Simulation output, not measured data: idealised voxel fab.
process module | voxel ribs on slabs
cross-section cut | 275 nm wide | cells 5 nm
A cross-section is a grid of square cells, given in bands from the top down. A band is one or more rows of cells.
Each band's line starts with the height of the band's top and of its bottom, in nm. Then come its materials from left to right, each with its width in nm. One material with "throughout" fills the band from edge to edge. "air" is empty space.
Height 0 is the level under which the wafer as received is all one material. The lowest band goes on downwards, as in "0 down".
A width such as "30 to 40" changes by the same amount from each row of cells to the next, from the band's top row to its bottom row.
"no change" after a step means that no cell of the cross-section changed.
closed voids: empty space of 8 cells or more with no open way to the top, each as width x height at its distance from the left edge, in nm
after a step's settings: what the simulator itself notes on the step
overlay nm, on a step with a mask: how far to the right of its planned place the mask lay; to the left if negative
plan
1 op RECEIVE | material Si
2 op DIRECTIONAL_DEP | material SiO2 | thk nm 20
3 op DIRECTIONAL_DEP | material SiN | thk nm 20
4 op MASKED_ETCH | tone cover | mask id RIB | width nm 25 | etch materials SiN | depth nm 10 | overlay nm 0
5 op MASKED_ETCH | tone cover | mask id SLAB | width nm 55 | etch materials SiN | depth nm 10 | overlay nm 0
6 op FILL_DEP | material SiO2 | thk nm 25
7 op CMP | height nm 60
8 op DIRECTIONAL_DEP | material TiN | thk nm 5
9 op PATTERN | tone cover | mask id HEATER | material resist | width nm 35 | thk nm 20 | overlay nm 0
10 op DIRECTIONAL_ETCH | etch materials TiN | depth nm 5
11 op STRIP | etch materials resist
12 op CONFORMAL_DEP | material SiN | thk nm 10
first wafer, as planned
as received, after step 1
  0 down: Si throughout
  closed voids: none
after step 2
  20 to 0: SiO2 throughout
  below 0: unchanged
after step 3
  40 to 20: SiN throughout
  below 20: unchanged
after step 4
  40 to 30: air 125 | SiN 25 | air 125
  below 30: unchanged
after step 5
  40 to 30: air 125 | SiN 25 | air 125
  30 to 20: air 110 | SiN 55 | air 110
  below 20: unchanged
after step 6
  65 to 40: SiO2 throughout
  40 to 30: SiO2 125 | SiN 25 | SiO2 125
  30 to 20: SiO2 110 | SiN 55 | SiO2 110
  below 20: unchanged
after step 7
  60 to 40: SiO2 throughout
  below 40: unchanged
after step 8
  65 to 60: TiN throughout
  below 60: unchanged
after step 9
  85 to 65: air 120 | resist 35 | air 120
  below 65: unchanged
after step 10
  85 to 65: air 120 | resist 35 | air 120
  65 to 60: air 120 | TiN 35 | air 120
  below 60: unchanged
after step 11
  65 to 60: air 120 | TiN 35 | air 120
  below 60: unchanged
after step 12
  75 to 70: air 110 | SiN 55 | air 110
  70 to 65: SiN throughout
  65 to 60: SiN 120 | TiN 35 | SiN 120
  below 60: unchanged
second wafer: like start, like plan, one mistake. Through step 11 it matches the first wafer
when step 12 should have ended: no change
what went wrong: step 12 was left out
at the end the second wafer has, in cells: 114 fewer of SiN
